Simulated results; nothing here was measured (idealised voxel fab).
process module | voxel tone inversion
It is cross-section cut that appears here, measuring 180 nm in width, its square cells being 5 nm in size.
Just so we're on the same page, the cross-sections are grids of square cells, and they're listed out in bands top to bottom, each band one or more rows deep. Band: top height; bottom height; in nm. Then, left to right: material with width in nm, for each material. "throughout": a single material spanning edge to edge. "empty": empty space. The level at which height equals 0 is the one under which the wafer, as it arrives, is entirely one material. No lower edge exists for the bottom band, which continues downward and is notated as in "0..down". So if you see something like "30..40" for the width, read it as the top row of the band sitting at the first number and the bottom row at the second, with every row in between moving by the same amount as the last. It should be understood that the words "no change", when stated for a given step, signify that the cross-section underwent no change in any of its cells during that step. Entry "Closed cavities". Content: empty spaces with no open connection to the top, size 8 cells or greater. Each: width x height at distance. Distance: from left edge. Unit: nm. Text after the settings on a step's line: the simulator's own remark on that step. When a step includes a mask, the "overlay nm" setting on its line states how far to the right of its planned place that mask lay, and negative values state how far to the left.
**This section lists the process steps that were planned**
step 1: RECEIVE [material Si]
step 2: CONFORMAL_DEP [material SiN] [thk nm 5]
step 3: DIRECTIONAL_DEP [material aC] [thk nm 15]
step 4: PATTERN [tone cover] [mask id POSTS] [material resist] [width nm 20] [pitch nm 35] [thk nm 25] [overlay nm 0]
step 5: DIRECTIONAL_ETCH [etch materials aC] [depth nm 15]
step 6: STRIP [etch materials resist]
step 7: FILL_DEP [material SiO2] [thk nm 5]
step 8: CMP [height nm 20]
step 9: STRIP [etch materials aC]
**Cross-section of the incoming wafer, state after step 1**
	0..down | Si throughout
	Closed cavities: none
**Cross-section taken at module completion on the first of two wafers; processed per the plan**
	20..5 | 45 SiO2; 20 empty; 15 SiO2; 20 empty; 15 SiO2; 20 empty; 45 SiO2
	5..0 | SiN throughout
	0..down | Si throughout
	Closed cavities: none
**What the second wafer looks like in cross-section once the module is done. Its start and its plan matched the first wafer's exactly; what differed was one mistake in how it was run**
	20..15 | SiO2 throughout
	15..0 | 45 SiO2; 20 aC; 15 SiO2; 20 aC; 15 SiO2; 20 aC; 45 SiO2
	0..down | Si throughout
	Closed cavities: none
The plan and the run diverged here: step 2 of the plan was omitted and not executed
End check, counted in cells, second wafer has more or fewer of these materials than the first: -36 SiN | +36 SiO2 | +36 aC
